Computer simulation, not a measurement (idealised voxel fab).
The process module that follows is named voxel gate over fins.
For reference, the cross-section in this document is cut, with width 170 nm and square cells of 5 nm.
The cross-sections in this document take the form of a grid made of square cells. They are written out as bands, in order from top to bottom. Each band consists of one or more rows of cells.
Within each band entry, the heights of the top and of the bottom of the band appear first, in that order and in nm; the materials of the band then follow from left to right, each with its corresponding width in nm. The designation "all across" on a single material indicates that it fills the band from edge to edge; the designation "blank" indicates empty space.
Heights from 0 (as-received wafer is one material below). Bottom band endless downward, as "0..down".
When a width is written as two numbers, as in "30..40", the first number is the width in the top row of cells of the band and the second is the width in its bottom row, and the width changes by the same amount from each row to the next.
Reading "nothing altered" for a step: not a cell of the cross-section changed in it.
Each empty space that has no open way to the top and spans at least 8 cells appears under "Closed void inventory" as width x height at distance, the distance counted from the left edge, all in nm.
Note: text after step settings on the step line = simulator remark on that step.
overlay nm: on a step with a mask, how far right of its planned place the mask lay; negative means left.
**The planned process steps are enumerated hereunder**
1 op RECEIVE | material Si
2 op CONFORMAL_DEP | material SiN | thk nm 5
3 op DIRECTIONAL_DEP | material aC | thk nm 10
4 op PATTERN | tone cover | mask id FINS | material resist | width nm 15 | pitch nm 55 | thk nm 30 | overlay nm 0
5 op DIRECTIONAL_ETCH | etch materials aC | depth nm 10
6 op STRIP | etch materials resist
7 op DIRECTIONAL_ETCH | etch materials SiN | depth nm 5
8 op DIRECTIONAL_ETCH | etch materials Si | depth nm 30
9 op STRIP | etch materials aC
10 op OXIDIZE | depth nm 5
11 op FILL_DEP | material SiO2 | thk nm 5
12 op CMP | height nm 5
13 op MASKED_ETCH | tone open | mask id RAIL | width nm 15 | etch materials SiO2 | depth nm 30 | overlay nm 0
14 op CONFORMAL_DEP | material TiN | thk nm 5
15 op FILL_DEP | material W | thk nm 5
16 op CMP | height nm 5
17 op SELECTIVE_ETCH | etch materials W Ru TiN | depth nm 25
18 op FILL_DEP | material SiO2 | thk nm 5
19 op CMP | height nm 5
20 op SELECTIVE_ETCH | etch materials SiO2 | depth nm 20
21 op STRIP | etch materials SiN
22 op CONFORMAL_DEP | material HfO2 | thk nm 5
23 op CONFORMAL_DEP | material TiN | thk nm 5
24 op FILL_DEP | material W | thk nm 15
25 op CMP | height nm 20
26 op CONFORMAL_DEP | material SiN | thk nm 10
**As-received state of the wafer in cross-section, equivalent to post-step 1**
	0..down  Si all across
	Closed void inventory: none
**The first of two wafers, cross-sectioned at the end of the module, with the run proceeding as planned**
	30..20  SiN all across
	20..10  W all across
	10..5  15 nm W; 25 nm TiN; 30 nm W; 25 nm TiN; 30 nm W; 25 nm TiN; 20 nm W
	5..0  15 nm W; 5 nm TiN; 15 nm HfO2; 5 nm TiN; 30 nm W; 5 nm TiN; 15 nm HfO2; 5 nm TiN; 30 nm W; 5 nm TiN; 15 nm HfO2; 5 nm TiN; 20 nm W
	0..-5  15 nm W; 5 nm TiN; 5 nm HfO2; 5 nm Si; 5 nm HfO2; 5 nm TiN; 30 nm W; 5 nm TiN; 5 nm HfO2; 5 nm Si; 5 nm HfO2; 5 nm TiN; 30 nm W; 5 nm TiN; 5 nm HfO2; 5 nm Si; 5 nm HfO2; 5 nm TiN; 20 nm W
	-5..-10  20 nm TiN; 5 nm HfO2; 5 nm Si; 5 nm HfO2; 40 nm TiN; 5 nm HfO2; 5 nm Si; 5 nm HfO2; 40 nm TiN; 5 nm HfO2; 5 nm Si; 5 nm HfO2; 25 nm TiN
	-10..-15  25 nm HfO2; 5 nm Si; 50 nm HfO2; 5 nm Si; 50 nm HfO2; 5 nm Si; 30 nm HfO2
	-15..-20  25 nm SiO2; 5 nm Si; 50 nm SiO2; 5 nm Si; 50 nm SiO2; 5 nm Si; 30 nm SiO2
	-20..-25  25 nm SiO2; 5 nm Si; 15 nm SiO2; 15 nm TiN; 20 nm SiO2; 5 nm Si; 50 nm SiO2; 5 nm Si; 30 nm SiO2
	-25..-35  25 nm SiO2; 5 nm Si; 50 nm SiO2; 5 nm Si; 50 nm SiO2; 5 nm Si; 30 nm SiO2
	-35..down  Si all across
	Closed void inventory: none
**Here's the second of our two wafers sectioned at module end. Same start as the first, same plan, but one mistake got made running it**
	30..20  SiN all across
	20..10  W all across
	10..5  15 nm W; 25 nm TiN; 30 nm W; 25 nm TiN; 30 nm W; 25 nm TiN; 20 nm W
	5..0  15 nm W; 5 nm TiN; 15 nm HfO2; 5 nm TiN; 30 nm W; 5 nm TiN; 15 nm HfO2; 5 nm TiN; 30 nm W; 5 nm TiN; 15 nm HfO2; 5 nm TiN; 20 nm W
	0..-5  15 nm W; 5 nm TiN; 5 nm HfO2; 5 nm Si; 5 nm HfO2; 5 nm TiN; 30 nm W; 5 nm TiN; 5 nm HfO2; 5 nm Si; 5 nm HfO2; 5 nm TiN; 30 nm W; 5 nm TiN; 5 nm HfO2; 5 nm Si; 5 nm HfO2; 5 nm TiN; 20 nm W
	-5..-10  20 nm TiN; 5 nm HfO2; 5 nm Si; 5 nm HfO2; 40 nm TiN; 5 nm HfO2; 5 nm Si; 5 nm HfO2; 40 nm TiN; 5 nm HfO2; 5 nm Si; 5 nm HfO2; 25 nm TiN
	-10..-15  25 nm HfO2; 5 nm Si; 50 nm HfO2; 5 nm Si; 50 nm HfO2; 5 nm Si; 30 nm HfO2
	-15..-20  25 nm SiO2; 5 nm Si; 50 nm SiO2; 5 nm Si; 50 nm SiO2; 5 nm Si; 30 nm SiO2
	-20..-25  25 nm SiO2; 5 nm Si; 15 nm SiO2; 15 nm TiN; 20 nm SiO2; 5 nm Si; 50 nm SiO2; 5 nm Si; 30 nm SiO2
	-25..-65  25 nm SiO2; 5 nm Si; 50 nm SiO2; 5 nm Si; 50 nm SiO2; 5 nm Si; 30 nm SiO2
	-65..down  Si all across
	Closed void inventory: none
The plan and the run diverged here: step 8 of the plan saw execution twice
End check, counted in cells, second wafer has more or fewer of these materials than the first: 186 fewer of Si, 186 more of SiO2
